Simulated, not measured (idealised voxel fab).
Process module under the name voxel wiring stack
Displayed cross-section: cut, width of 155 nm, square cells sized 5 nm.
When this document writes out a cross-section, it uses a grid of square cells and lists it as bands, beginning at the top and moving down, with a band standing for one or more rows of cells. Top height, bottom height, nm. Materials left to right, width each, nm. Single material + "all across" = fills band edge to edge. "air" = empty. Convention: height 0 is the level below which the wafer, as received, is all one material. The lowest band does not terminate at the bottom but continues downward, represented as "0 nm and below". With a width like "30 to 40", each row of cells in the band differs from the next by the same amount, the top row carrying the first number and the bottom row the second. "nothing different" for a step: no cell of the cross-section changed in that step. Empty spaces counting at least 8 cells and having no open way to the top are listed in "Listed closed voids". The notation width x height at distance is used for each, the distance being from the left edge and all three values in nm. Where a step's line continues beyond its settings, the continuation is a remark by the simulator itself on that step. Each step line may optionally specify "overlay nm", which for a step with a mask gives the rightward distance between the mask's planned place and where it lay, a negative value indicating the leftward direction.

[Process steps foreseen in the plan]
| 1 | RECEIVE,material Si |
| 2 | CONFORMAL_DEP,material SiO2,thk nm 10 |
| 3 | DIRECTIONAL_DEP,material TiN,thk nm 5 |
| 4 | DIRECTIONAL_DEP,material Ru,thk nm 25 |
| 5 | DIRECTIONAL_DEP,material aC,thk nm 15 |
| 6 | PATTERN,tone cover,mask id METAL_1,material resist,width nm 20,pitch nm 50,thk nm 35,overlay nm 0 |
| 7 | DIRECTIONAL_ETCH,etch materials aC,depth nm 15 |
| 8 | STRIP,etch materials resist |
| 9 | DIRECTIONAL_ETCH,etch materials Ru,depth nm 25 |
| 10 | DIRECTIONAL_ETCH,etch materials TiN,depth nm 5 |
| 11 | STRIP,etch materials aC |
| 12 | CONFORMAL_DEP,material SiCN,thk nm 5 |
| 13 | FILL_DEP,material SiO2,thk nm 10 |
| 14 | CMP,height nm 40 |
| 15 | CONFORMAL_DEP,material SiCN,thk nm 5 |
| 16 | DIRECTIONAL_DEP,material SiO2,thk nm 30 |
| 17 | MASKED_ETCH,tone open,mask id METAL_2,width nm 20,pitch nm 50,etch materials SiO2,depth nm 20,overlay nm 0 |
| 18 | PATTERN,tone open,mask id METAL_2_HOLES,material resist,width nm 15,pitch nm 100,thk nm 20,overlay nm 0 |
| 19 | DIRECTIONAL_ETCH,etch materials SiO2,depth nm 10 |
| 20 | DIRECTIONAL_ETCH,etch materials SiCN,depth nm 5 |
| 21 | STRIP,etch materials resist |
| 22 | CONFORMAL_DEP,material TiN,thk nm 5 |
| 23 | FILL_DEP,material Cu,thk nm 10 |
| 24 | CMP,height nm 75 |
| 25 | CONFORMAL_DEP,material SiCN,thk nm 5 |

[So this is the incoming wafer in cross-section - it's already been through step 1]
    0 nm and below  Si all across
    Listed closed voids: none

[Sectioned view, first of two wafers, at the close of the module, processed as intended in the plan]
    80 nm to 75 nm  SiCN all across
    75 nm to 60 nm  SiO2 15 nm / TiN 5 nm / Cu 10 nm / TiN 5 nm / SiO2 30 nm / TiN 5 nm / Cu 10 nm / TiN 5 nm / SiO2 30 nm / TiN 5 nm / Cu 10 nm / TiN 5 nm / SiO2 20 nm
    60 nm to 55 nm  SiO2 15 nm / TiN 5 nm / Cu 5 nm / TiN 10 nm / SiO2 30 nm / TiN 20 nm / SiO2 30 nm / TiN 5 nm / Cu 5 nm / TiN 10 nm / SiO2 20 nm
    55 nm to 45 nm  SiO2 15 nm / TiN 5 nm / Cu 5 nm / TiN 5 nm / SiO2 85 nm / TiN 5 nm / Cu 5 nm / TiN 5 nm / SiO2 25 nm
    45 nm to 40 nm  SiCN 15 nm / TiN 15 nm / SiCN 85 nm / TiN 15 nm / SiCN 25 nm
    40 nm to 15 nm  SiO2 10 nm / SiCN 5 nm / Ru 20 nm / SiCN 5 nm / SiO2 20 nm / SiCN 5 nm / Ru 20 nm / SiCN 5 nm / SiO2 20 nm / SiCN 5 nm / Ru 20 nm / SiCN 5 nm / SiO2 15 nm
    15 nm to 10 nm  SiCN 15 nm / TiN 20 nm / SiCN 30 nm / TiN 20 nm / SiCN 30 nm / TiN 20 nm / SiCN 20 nm
    10 nm to 0 nm  SiO2 all across
    0 nm and below  Si all across
    Listed closed voids: none

[Wafer two, sectioned after the module: the first wafer's start, the first wafer's plan, and one mistake in how it was run]
    80 nm to 75 nm  SiCN all across
    75 nm to 60 nm  SiO2 15 nm / TiN 5 nm / Cu 10 nm / TiN 5 nm / SiO2 30 nm / TiN 5 nm / Cu 10 nm / TiN 5 nm / SiO2 30 nm / TiN 5 nm / Cu 10 nm / TiN 5 nm / SiO2 20 nm
    60 nm to 55 nm  SiO2 15 nm / TiN 5 nm / Cu 5 nm / TiN 10 nm / SiO2 30 nm / TiN 20 nm / SiO2 30 nm / TiN 5 nm / Cu 5 nm / TiN 10 nm / SiO2 20 nm
    55 nm to 45 nm  SiO2 15 nm / TiN 5 nm / Cu 5 nm / TiN 5 nm / SiO2 85 nm / TiN 5 nm / Cu 5 nm / TiN 5 nm / SiO2 25 nm
    45 nm to 40 nm  SiCN 15 nm / TiN 15 nm / SiCN 85 nm / TiN 15 nm / SiCN 25 nm
    40 nm to 15 nm  Ru 15 nm / SiCN 5 nm / SiO2 10 nm / SiCN 5 nm / Ru 30 nm / SiCN 5 nm / SiO2 10 nm / SiCN 5 nm / Ru 30 nm / SiCN 5 nm / SiO2 10 nm / SiCN 5 nm / Ru 20 nm
    15 nm to 10 nm  TiN 15 nm / SiCN 20 nm / TiN 30 nm / SiCN 20 nm / TiN 30 nm / SiCN 20 nm / TiN 20 nm
    10 nm to 0 nm  SiO2 all across
    0 nm and below  Si all across
    Listed closed voids: none
It is concluded that the wafer was processed incorrectly with respect to the plan, in that so step 6 ended up running with a different setting than we planned, it ran as PATTERN,tone open,mask id METAL_1,material resist,width nm 20,pitch nm 50,thk nm 35,overlay nm 0
At the finish, the second wafer shows more or fewer cells for some materials than the first does: Ru: 35 more, SiCN: 7 fewer, SiO2: 35 fewer, TiN: 7 more
